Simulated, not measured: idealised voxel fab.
The following is a process module called voxel trench capacitor.
Section cut is 205 nm wide and gridded with 5 nm square cells.
In this document a cross-section is written as a grid of square cells. It is given as a series of bands, listed from the top down, and a band is one or more rows of cells.
Top height, bottom height, nm. Materials left to right, width each, nm. Single material + "all across" = fills band edge to edge. "air" = empty.
Heights from 0 (as-received wafer is one material below). Bottom band endless downward, as "0 nm and below".
It should be noted that a width expressed as "30->40" varies in equal increments from row to row of cells within the band, taking the value of the first number at the top row and that of the second number at the bottom row.
Basically "no alterations made" means that step didn't change any cell in the cross-section.
In the "Closed void catalog" entry, you get each enclosed empty space of 8 cells or more, one with no open way to the top, written width x height at distance, distance from the left edge, in nm.
The remark found on a step's line after its settings is issued by the simulator itself and pertains to that step.
"overlay nm", when on a step's line for a step with a mask, measures how far to the right of its planned place the mask lay; a negative measure means to the left.

### Planned step list for the process
1. RECEIVE [material Si]
2. CONFORMAL_DEP [material SiN] [thk nm 10]
3. DIRECTIONAL_DEP [material aC] [thk nm 10]
4. PATTERN [tone open] [mask id TRENCH] [material resist] [width nm 15] [pitch nm 45] [thk nm 25] [overlay nm 0]
5. DIRECTIONAL_ETCH [etch materials aC] [depth nm 10]
6. STRIP [etch materials resist]
7. DIRECTIONAL_ETCH [etch materials SiN] [depth nm 10]
8. DIRECTIONAL_ETCH [etch materials Si] [depth nm 40]
9. STRIP [etch materials aC]
10. CONFORMAL_DEP [material Al2O3] [thk nm 5]
11. FILL_DEP [material polySi] [thk nm 5]
12. CMP [height nm 10]

### First of the two wafers, run per plan

### Cross-section of the wafer upon arrival, representing the state reached after step 1
    0 nm and below: Si all across
    Closed void catalog: none

### So this is the wafer cross-section right after step 2
    10 nm to 0 nm: SiN all across
    Unchanged below 0.

### So this is the wafer cross-section right after step 3
    20 nm to 10 nm: aC all across
    Unchanged below 10.

### So this is the wafer cross-section right after step 4
    45 nm to 20 nm: resist: 50 / air: 15 / resist: 30 / air: 15 / resist: 30 / air: 15 / resist: 50
    Unchanged below 20.

### So this is the wafer cross-section right after step 5
    35 nm to 20 nm: resist: 50 / air: 15 / resist: 30 / air: 15 / resist: 30 / air: 15 / resist: 50
    20 nm to 10 nm: aC: 50 / air: 15 / aC: 30 / air: 15 / aC: 30 / air: 15 / aC: 50
    Unchanged below 10.

### So this is the wafer cross-section right after step 6
    20 nm to 10 nm: aC: 50 / air: 15 / aC: 30 / air: 15 / aC: 30 / air: 15 / aC: 50
    Unchanged below 10.

### So this is the wafer cross-section right after step 7
    20 nm to 10 nm: aC: 50 / air: 15 / aC: 30 / air: 15 / aC: 30 / air: 15 / aC: 50
    10 nm to 0 nm: SiN: 50 / air: 15 / SiN: 30 / air: 15 / SiN: 30 / air: 15 / SiN: 50
    Unchanged below 0.

### So this is the wafer cross-section right after step 8
    20 nm to 10 nm: aC: 50 / air: 15 / aC: 30 / air: 15 / aC: 30 / air: 15 / aC: 50
    10 nm to 0 nm: SiN: 50 / air: 15 / SiN: 30 / air: 15 / SiN: 30 / air: 15 / SiN: 50
    0 nm to -40 nm: Si: 50 / air: 15 / Si: 30 / air: 15 / Si: 30 / air: 15 / Si: 50
    Unchanged below -40.

### So this is the wafer cross-section right after step 9
    10 nm to 0 nm: SiN: 50 / air: 15 / SiN: 30 / air: 15 / SiN: 30 / air: 15 / SiN: 50
    Unchanged below 0.

### So this is the wafer cross-section right after step 10
    15 nm to 10 nm: Al2O3: 55 / air: 5 / Al2O3: 40 / air: 5 / Al2O3: 40 / air: 5 / Al2O3: 55
    10 nm to 0 nm: SiN: 50 / Al2O3: 5 / air: 5 / Al2O3: 5 / SiN: 30 / Al2O3: 5 / air: 5 / Al2O3: 5 / SiN: 30 / Al2O3: 5 / air: 5 / Al2O3: 5 / SiN: 50
    0 nm to -35 nm: Si: 50 / Al2O3: 5 / air: 5 / Al2O3: 5 / Si: 30 / Al2O3: 5 / air: 5 / Al2O3: 5 / Si: 30 / Al2O3: 5 / air: 5 / Al2O3: 5 / Si: 50
    -35 nm to -40 nm: Si: 50 / Al2O3: 15 / Si: 30 / Al2O3: 15 / Si: 30 / Al2O3: 15 / Si: 50
    Unchanged below -40.

### So this is the wafer cross-section right after step 11
    20 nm to 15 nm: polySi all across
    15 nm to 10 nm: Al2O3: 55 / polySi: 5 / Al2O3: 40 / polySi: 5 / Al2O3: 40 / polySi: 5 / Al2O3: 55
    10 nm to 0 nm: SiN: 50 / Al2O3: 5 / polySi: 5 / Al2O3: 5 / SiN: 30 / Al2O3: 5 / polySi: 5 / Al2O3: 5 / SiN: 30 / Al2O3: 5 / polySi: 5 / Al2O3: 5 / SiN: 50
    0 nm to -35 nm: Si: 50 / Al2O3: 5 / polySi: 5 / Al2O3: 5 / Si: 30 / Al2O3: 5 / polySi: 5 / Al2O3: 5 / Si: 30 / Al2O3: 5 / polySi: 5 / Al2O3: 5 / Si: 50
    Unchanged below -35.

### So this is the wafer cross-section right after step 12
    10 nm to 0 nm: SiN: 50 / Al2O3: 5 / polySi: 5 / Al2O3: 5 / SiN: 30 / Al2O3: 5 / polySi: 5 / Al2O3: 5 / SiN: 30 / Al2O3: 5 / polySi: 5 / Al2O3: 5 / SiN: 50
    Unchanged below 0.

### The remaining wafer, second of the two, started like the first and was run to the same plan, except that one mistake was made along the way; the two coincide through step 8, inclusive

Second wafer profile in section, at the moment step 9 of the plan was meant to be complete: no alterations made

### Second wafer profile in section, at the moment step 10 of the plan was meant to be complete
    25 nm to 20 nm: Al2O3: 55 / air: 5 / Al2O3: 40 / air: 5 / Al2O3: 40 / air: 5 / Al2O3: 55
    20 nm to 10 nm: aC: 50 / Al2O3: 5 / air: 5 / Al2O3: 5 / aC: 30 / Al2O3: 5 / air: 5 / Al2O3: 5 / aC: 30 / Al2O3: 5 / air: 5 / Al2O3: 5 / aC: 50
    10 nm to 0 nm: SiN: 50 / Al2O3: 5 / air: 5 / Al2O3: 5 / SiN: 30 / Al2O3: 5 / air: 5 / Al2O3: 5 / SiN: 30 / Al2O3: 5 / air: 5 / Al2O3: 5 / SiN: 50
    0 nm to -35 nm: Si: 50 / Al2O3: 5 / air: 5 / Al2O3: 5 / Si: 30 / Al2O3: 5 / air: 5 / Al2O3: 5 / Si: 30 / Al2O3: 5 / air: 5 / Al2O3: 5 / Si: 50
    -35 nm to -40 nm: Si: 50 / Al2O3: 15 / Si: 30 / Al2O3: 15 / Si: 30 / Al2O3: 15 / Si: 50
    Unchanged below -40.

### Second wafer profile in section, at the moment step 11 of the plan was meant to be complete
    30 nm to 25 nm: polySi all across
    25 nm to 20 nm: Al2O3: 55 / polySi: 5 / Al2O3: 40 / polySi: 5 / Al2O3: 40 / polySi: 5 / Al2O3: 55
    20 nm to 10 nm: aC: 50 / Al2O3: 5 / polySi: 5 / Al2O3: 5 / aC: 30 / Al2O3: 5 / polySi: 5 / Al2O3: 5 / aC: 30 / Al2O3: 5 / polySi: 5 / Al2O3: 5 / aC: 50
    10 nm to 0 nm: SiN: 50 / Al2O3: 5 / polySi: 5 / Al2O3: 5 / SiN: 30 / Al2O3: 5 / polySi: 5 / Al2O3: 5 / SiN: 30 / Al2O3: 5 / polySi: 5 / Al2O3: 5 / SiN: 50
    0 nm to -35 nm: Si: 50 / Al2O3: 5 / polySi: 5 / Al2O3: 5 / Si: 30 / Al2O3: 5 / polySi: 5 / Al2O3: 5 / Si: 30 / Al2O3: 5 / polySi: 5 / Al2O3: 5 / Si: 50
    Unchanged below -35.

### Second wafer profile in section, at the moment step 12 of the plan was meant to be complete
    10 nm to 0 nm: SiN: 50 / Al2O3: 5 / polySi: 5 / Al2O3: 5 / SiN: 30 / Al2O3: 5 / polySi: 5 / Al2O3: 5 / SiN: 30 / Al2O3: 5 / polySi: 5 / Al2O3: 5 / SiN: 50
    Unchanged below 0.
Misprocessing identified: step 9 of the plan was excluded from execution and never run
Result: same final cross-section on the two wafers, so no effect from the mistake in this model.
